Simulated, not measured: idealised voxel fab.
This is a process module. Its name is voxel fin reveal.
Section cut is 265 nm wide and gridded with 5 nm square cells.
Cross-sections here: square-cell grids, written as top-down lists of bands, a band being one or more rows of cells.
Each band's line starts with the height of the band's top and of its bottom, in nm. Then come its materials from left to right, each with its width in nm. One material with "full width" fills the band from edge to edge. "air" is empty space.
Where do heights start? At 0: under that level the wafer as delivered is made of one material only. And the lowest band has no floor; it just carries on downward, as in "0..down".
Width "30->40": first value at the band's top row of cells, second value at its bottom row, equal change from row to row.
"nothing different" -> step changed no cross-section cell.
"Tabulated closed voids" means: voids of 8 cells or more that are shut off from the top with no open way through. Written width x height at distance, distance from the left edge, in nm.
Post-settings text on a step line: simulator's own remark regarding the step.
What "overlay nm" on a step's line means: if the step has a mask, that mask lay this far to the right of its planned place, or, when the value is negative, to the left.
**The process steps that were planned are listed below**
1: RECEIVE (material Si)
2: CONFORMAL_DEP (material SiN; thk nm 10)
3: DIRECTIONAL_DEP (material aC; thk nm 15)
4: PATTERN (tone cover; mask id FINS; material resist; width nm 15; pitch nm 40; thk nm 35; overlay nm 0)
5: DIRECTIONAL_ETCH (etch materials aC; depth nm 15)
6: STRIP (etch materials resist)
7: DIRECTIONAL_ETCH (etch materials SiN; depth nm 10)
8: DIRECTIONAL_ETCH (etch materials Si; depth nm 30)
9: STRIP (etch materials aC)
10: OXIDIZE (depth nm 5)
11: FILL_DEP (material SiO2; thk nm 10)
12: CMP (height nm 10)
13: SELECTIVE_ETCH (etch materials SiO2; depth nm 30)
14: STRIP (etch materials SiN)
15: CONFORMAL_DEP (material SiO2; thk nm 5)
**As-received state of the wafer in cross-section, equivalent to post-step 1**
* 0..down = Si full width
* Tabulated closed voids: none
**a wafer at the end: this start, this plan, one mistake**
* 0..-20 = air 90, then Si 5, then air 35, then Si 5, then air 35, then Si 5, then air 90
* -20..-35 = SiO2 90, then Si 5, then SiO2 35, then Si 5, then SiO2 35, then Si 5, then SiO2 90
* -35..down = Si full width
* Tabulated closed voids: none
Deviation from plan: plan step 15 never ran because it was skipped
